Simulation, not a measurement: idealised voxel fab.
process module | voxel transistor to metal
cross-section cut | 190 nm wide | cells 5 nm
A cross-section is a grid of square cells, given in bands from the top down. A band is one or more rows of cells.
Each band's line starts with the height of the band's top and of its bottom, in nm. Then come its materials from left to right, each with its width in nm. One material with "throughout" fills the band from edge to edge. "air" is empty space.
Height 0 is the level under which the wafer as received is all one material. The lowest band goes on downwards, as in "0 down".
A width such as "30 to 40" changes by the same amount from each row of cells to the next, from the band's top row to its bottom row.
"no change" after a step means that no cell of the cross-section changed.
closed voids: empty space of 8 cells or more with no open way to the top, each as width x height at its distance from the left edge, in nm
after a step's settings: what the simulator itself notes on the step
overlay nm, on a step with a mask: how far to the right of its planned place the mask lay; to the left if negative
plan
1 op RECEIVE | material Si
2 op CONFORMAL_DEP | material SiO2 | thk nm 5
3 op CONFORMAL_DEP | material SiN | thk nm 15
4 op MASKED_ETCH | tone cover | mask id ACTIVE | width nm 115 | etch materials SiN | depth nm 15 | overlay nm 0
5 op MASKED_ETCH | tone cover | mask id ACTIVE | width nm 115 | etch materials SiO2 | depth nm 5 | overlay nm 0
6 op MASKED_ETCH | tone cover | mask id ACTIVE | width nm 115 | etch materials Si | depth nm 30 | overlay nm 0
7 op OXIDIZE | depth nm 5
8 op FILL_DEP | material SiO2 | thk nm 10
9 op CMP | height nm 20
10 op SELECTIVE_ETCH | etch materials SiO2 | depth nm 15
11 op STRIP | etch materials SiN
12 op SELECTIVE_ETCH | etch materials SiO2 | depth nm 5
13 op OXIDIZE | depth nm 5
14 op DIRECTIONAL_DEP | material polySi | thk nm 25
15 op DIRECTIONAL_DEP | material SiCN | thk nm 10
16 op PATTERN | tone cover | mask id GATE | material resist | width nm 25 | thk nm 20 | overlay nm 0
17 op DIRECTIONAL_ETCH | etch materials SiCN | depth nm 20
18 op DIRECTIONAL_ETCH | etch materials polySi | depth nm 35
19 op STRIP | etch materials resist
20 op CONFORMAL_DEP | material SiO2 | thk nm 5
21 op DIRECTIONAL_ETCH | etch materials SiO2 | depth nm 5
22 op CONFORMAL_DEP | material SiN | thk nm 5
23 op DIRECTIONAL_ETCH | etch materials SiN | depth nm 5
24 op DIRECTIONAL_ETCH | etch materials SiO2 | depth nm 5
25 op EPI | material pSi | thk nm 5
26 op FILL_DEP | material SiO2 | thk nm 10
27 op CMP | height nm 35
28 op DIRECTIONAL_DEP | material SiO2 | thk nm 10
29 op MASKED_ETCH | tone open | mask id CONTACT | width nm 15 | pitch nm 80 | etch materials SiO2 | depth nm 45 | overlay nm 0
30 op CONFORMAL_DEP | material TiN | thk nm 5
31 op FILL_DEP | material Ru | thk nm 5
32 op CMP | height nm 45
33 op DIRECTIONAL_DEP | material TiN | thk nm 5
34 op DIRECTIONAL_DEP | material W | thk nm 25
35 op MASKED_ETCH | tone cover | mask id METAL_1 | width nm 15 | pitch nm 80 | etch materials W | depth nm 25 | overlay nm 0
36 op MASKED_ETCH | tone cover | mask id METAL_1 | width nm 15 | pitch nm 80 | etch materials TiN | depth nm 5 | overlay nm 0
37 op CONFORMAL_DEP | material SiCN | thk nm 5
38 op FILL_DEP | material SiO2 | thk nm 5
39 op CMP | height nm 75
40 op CONFORMAL_DEP | material SiN | thk nm 5
as received, after step 1
  0 down: Si throughout
  closed voids: none
a wafer at the end: this start, this plan, one mistake
  80 to 75: SiN throughout
  75 to 55: SiO2 35 | SiCN 5 | W 15 | SiCN 5 | SiO2 55 | SiCN 5 | W 15 | SiCN 5 | SiO2 50
  55 to 50: SiO2 35 | SiCN 5 | W 15 | SiCN 10 | SiO2 50 | SiCN 5 | W 15 | SiCN 10 | SiO2 45
  50 to 45: SiCN 40 | TiN 20 | SiCN 60 | TiN 20 | SiCN 50
  45 to 35: SiO2 45 | TiN 5 | Ru 5 | TiN 5 | SiO2 65 | TiN 5 | Ru 5 | TiN 5 | SiO2 50
  35 to 25: SiO2 45 | TiN 5 | Ru 5 | TiN 5 | SiO2 10 | SiN 5 | SiO2 5 | SiCN 25 | SiO2 5 | SiN 5 | SiO2 10 | TiN 5 | Ru 5 | TiN 5 | SiO2 50
  25 to 5: SiO2 45 | TiN 5 | Ru 5 | TiN 5 | SiO2 10 | SiN 5 | SiO2 5 | polySi 25 | SiO2 5 | SiN 5 | SiO2 10 | TiN 5 | Ru 5 | TiN 5 | SiO2 50
  5 to 0: SiO2 45 | TiN 15 | SiO2 10 | SiN 5 | SiO2 5 | polySi 25 | SiO2 5 | SiN 5 | SiO2 10 | TiN 15 | SiO2 50
  0 to -5: SiO2 35 | pSi 35 | SiO2 45 | pSi 35 | SiO2 40
  -5 to -35: SiO2 40 | Si 105 | SiO2 45
  -35 down: Si throughout
  closed voids: none
what went wrong: step 35 ran as: op MASKED_ETCH | tone cover | mask id METAL_1 | width nm 15 | pitch nm 80 | etch materials W | depth nm 25 | overlay nm -5
